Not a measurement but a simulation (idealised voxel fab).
Process module in this document: voxel quadruple lines
In the cross-section labelled cut, the width is 205 nm and each square cell is 5 nm.
Reading order for cross-sections: top band down to bottom band. Underlying form: a grid of square cells. Band size: one or more rows of cells. Each band's line starts with the height of the band's top and of its bottom, in nm. Then come its materials from left to right, each with its width in nm. One material with "everywhere" fills the band from edge to edge. "air" is empty space. All heights in this document are referenced to 0, defined as the level beneath which the wafer, as received, consists entirely of one material. The lowest band is not bounded below; it extends indefinitely downward and is written in the form "top 0, no bottom". Width "30 to 40": first value at the band's top row of cells, second value at its bottom row, equal change from row to row. Key: "identical to before" - step with no changed cell in the cross-section. Reported under the label "Closed void listing" are the empty spaces having no open way to the top and comprising 8 cells or more; the notation for each is width x height at distance, in which the distance is measured from the left edge and all three values are in nm. It should be noted that, on the line of a given step, the content following the step's settings is a remark produced by the simulator itself with respect to that step. "overlay nm" answers the question of how far to the right of plan the mask lay on a step that has a mask, and when it is negative the answer is to the left.

Planned process steps
| 1 | op RECEIVE | material Si |
| 2 | op CONFORMAL_DEP | material SiO2 | thk nm 5 |
| 3 | op DIRECTIONAL_DEP | material Ru | thk nm 15 |
| 4 | op DIRECTIONAL_DEP | material polySi | thk nm 15 |
| 5 | op DIRECTIONAL_DEP | material aC | thk nm 20 |
| 6 | op PATTERN | tone cover | mask id MANDREL | material resist | width nm 20 | pitch nm 60 | thk nm 25 | overlay nm 0 |
| 7 | op DIRECTIONAL_ETCH | etch materials aC | depth nm 20 |
| 8 | op STRIP | etch materials resist |
| 9 | op CONFORMAL_DEP | material SiO2 | thk nm 10 |
| 10 | op DIRECTIONAL_ETCH | etch materials SiO2 | depth nm 10 |
| 11 | op STRIP | etch materials aC |
| 12 | op DIRECTIONAL_ETCH | etch materials polySi | depth nm 15 |
| 13 | op STRIP | etch materials SiO2 |
| 14 | op CONFORMAL_DEP | material SiN | thk nm 5 |
| 15 | op DIRECTIONAL_ETCH | etch materials SiN | depth nm 5 |
| 16 | op STRIP | etch materials polySi |
| 17 | op DIRECTIONAL_ETCH | etch materials Ru | depth nm 15 |
| 18 | op STRIP | etch materials SiN |

Cross-sectional view of the wafer in its as-received condition, corresponding to the state after step 1
- top 0, no bottom | Si everywhere
- Closed void listing: none

This is how the wafer looks in cross-section once the module is done, given the starting state and plan above and one mistake in carrying the plan out
- top 20, bottom 5 | air 55 | Ru 5 | air 20 | Ru 5 | air 30 | Ru 5 | air 20 | Ru 5 | air 60
- top 5, bottom 0 | SiO2 everywhere
- top 0, no bottom | Si everywhere
- Closed void listing: none
What went wrong in running the wafer? step 6, actual vs plan mismatch, actual run op PATTERN | tone open | mask id MANDREL | material resist | width nm 20 | pitch nm 60 | thk nm 25 | overlay nm 0
